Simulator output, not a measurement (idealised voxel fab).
process module | voxel transistor to metal
cross-section cut | 185 nm wide | cells 5 nm
A cross-section is a grid of square cells, given in bands from the top down. A band is one or more rows of cells.
Each band's line starts with the height of the band's top and of its bottom, in nm. Then come its materials from left to right, each with its width in nm. One material with "throughout" fills the band from edge to edge. "air" is empty space.
Height 0 is the level under which the wafer as received is all one material. The lowest band goes on downwards, as in "0 down".
A width such as "30 to 40" changes by the same amount from each row of cells to the next, from the band's top row to its bottom row.
"no change" after a step means that no cell of the cross-section changed.
closed voids: empty space of 8 cells or more with no open way to the top, each as width x height at its distance from the left edge, in nm
after a step's settings: what the simulator itself notes on the step
overlay nm, on a step with a mask: how far to the right of its planned place the mask lay; to the left if negative
plan
1 op RECEIVE | material Si
2 op OXIDIZE | depth nm 5
3 op CONFORMAL_DEP | material SiN | thk nm 10
4 op MASKED_ETCH | tone cover | mask id ACTIVE | width nm 100 | etch materials SiN | depth nm 10 | overlay nm 0
5 op MASKED_ETCH | tone cover | mask id ACTIVE | width nm 100 | etch materials SiO2 | depth nm 5 | overlay nm 0
6 op MASKED_ETCH | tone cover | mask id ACTIVE | width nm 100 | etch materials Si | depth nm 20 | overlay nm 0
7 op OXIDIZE | depth nm 5
8 op FILL_DEP | material SiO2 | thk nm 10
9 op CMP | height nm 10
10 op SELECTIVE_ETCH | etch materials SiO2 | depth nm 10
11 op STRIP | etch materials SiN
12 op SELECTIVE_ETCH | etch materials SiO2 | depth nm 5
13 op OXIDIZE | depth nm 5
14 op DIRECTIONAL_DEP | material polySi | thk nm 25
15 op DIRECTIONAL_DEP | material SiCN | thk nm 15
16 op PATTERN | tone cover | mask id GATE | material resist | width nm 20 | thk nm 20 | overlay nm 0
17 op DIRECTIONAL_ETCH | etch materials SiCN | depth nm 25
18 op DIRECTIONAL_ETCH | etch materials polySi | depth nm 35
19 op STRIP | etch materials resist
20 op CONFORMAL_DEP | material SiN | thk nm 5
21 op DIRECTIONAL_ETCH | etch materials SiN | depth nm 5
22 op DIRECTIONAL_ETCH | etch materials SiO2 | depth nm 5
23 op DIRECTIONAL_ETCH | etch materials Si | depth nm 10
24 op EPI | material nSi | thk nm 15
25 op FILL_DEP | material SiO2 | thk nm 10
26 op CMP | height nm 35
27 op DIRECTIONAL_DEP | material SiO2 | thk nm 15
28 op DIRECTIONAL_DEP | material aC | thk nm 10
29 op PATTERN | tone open | mask id CONTACT | material resist | width nm 15 | pitch nm 75 | thk nm 25 | overlay nm 0
30 op DIRECTIONAL_ETCH | etch materials aC | depth nm 10
31 op STRIP | etch materials resist
32 op DIRECTIONAL_ETCH | etch materials SiO2 | depth nm 55
33 op STRIP | etch materials aC
34 op CONFORMAL_DEP | material TiN | thk nm 5
35 op FILL_DEP | material W | thk nm 10
36 op CMP | height nm 50
37 op CONFORMAL_DEP | material SiCN | thk nm 5
38 op DIRECTIONAL_DEP | material lowk | thk nm 25
39 op PATTERN | tone open | mask id METAL_1 | material resist | width nm 15 | pitch nm 75 | thk nm 20 | overlay nm 0
40 op DIRECTIONAL_ETCH | etch materials lowk | depth nm 25
41 op DIRECTIONAL_ETCH | etch materials SiCN | depth nm 5
42 op STRIP | etch materials resist
43 op CONFORMAL_DEP | material TiN | thk nm 5
44 op FILL_DEP | material Ru | thk nm 5
45 op CMP | height nm 80
46 op CONFORMAL_DEP | material SiN | thk nm 5
as received, after step 1
  0 down: Si throughout
  closed voids: none
first wafer at the end, as planned
  85 to 80: SiN throughout
  80 to 55: lowk 45 | TiN 5 | Ru 5 | TiN 5 | lowk 60 | TiN 5 | Ru 5 | TiN 5 | lowk 50
  55 to 50: SiCN 45 | TiN 15 | SiCN 60 | TiN 15 | SiCN 50
  50 to 35: SiO2 45 | TiN 5 | W 5 | TiN 5 | SiO2 60 | TiN 5 | W 5 | TiN 5 | SiO2 50
  35 to 20: SiO2 45 | TiN 5 | W 5 | TiN 5 | SiO2 15 | SiN 5 | SiCN 20 | SiN 5 | SiO2 15 | TiN 5 | W 5 | TiN 5 | SiO2 50
  20 to 5: SiO2 45 | TiN 5 | W 5 | TiN 5 | SiO2 15 | SiN 5 | polySi 20 | SiN 5 | SiO2 15 | TiN 5 | W 5 | TiN 5 | SiO2 50
  5 to 0: SiO2 45 | TiN 5 | W 5 | TiN 5 | nSi 15 | SiN 5 | polySi 20 | SiN 5 | nSi 15 | TiN 5 | W 5 | TiN 5 | SiO2 50
  0 to -5: SiO2 45 | TiN 15 | nSi 15 | SiN 5 | polySi 20 | SiN 5 | nSi 15 | TiN 15 | SiO2 50
  -5 to -10: SiO2 40 | nSi 35 | SiO2 30 | nSi 35 | SiO2 45
  -10 to -20: SiO2 45 | nSi 30 | Si 30 | nSi 30 | SiO2 50
  -20 to -30: SiO2 45 | Si 90 | SiO2 50
  -30 down: Si throughout
  closed voids: none
second wafer at the end: like start, like plan, one mistake
  85 to 80: SiN throughout
  80 to 55: lowk 45 | TiN 5 | Ru 5 | TiN 5 | lowk 60 | TiN 5 | Ru 5 | TiN 5 | lowk 50
  55 to 50: SiCN 45 | TiN 15 | SiCN 60 | TiN 15 | SiCN 50
  50 to 35: SiO2 50 | W 5 | SiO2 70 | W 5 | SiO2 55
  35 to 20: SiO2 50 | W 5 | SiO2 20 | SiN 5 | SiCN 20 | SiN 5 | SiO2 20 | W 5 | SiO2 55
  20 to 5: SiO2 50 | W 5 | SiO2 20 | SiN 5 | polySi 20 | SiN 5 | SiO2 20 | W 5 | SiO2 55
  5 to 0: SiO2 50 | W 5 | SiO2 5 | nSi 15 | SiN 5 | polySi 20 | SiN 5 | nSi 15 | SiO2 5 | W 5 | SiO2 55
  0 to -5: SiO2 60 | nSi 15 | SiN 5 | polySi 20 | SiN 5 | nSi 15 | SiO2 65
  -5 to -10: SiO2 40 | nSi 35 | SiO2 30 | nSi 35 | SiO2 45
  -10 to -20: SiO2 45 | nSi 30 | Si 30 | nSi 30 | SiO2 50
  -20 to -30: SiO2 45 | Si 90 | SiO2 50
  -30 down: Si throughout
  closed voids: none
what went wrong: step 34 ran as: op CONFORMAL_DEP | material SiO2 | thk nm 5
at the end the second wafer has, in cells: 46 more of SiO2 | 46 fewer of TiN
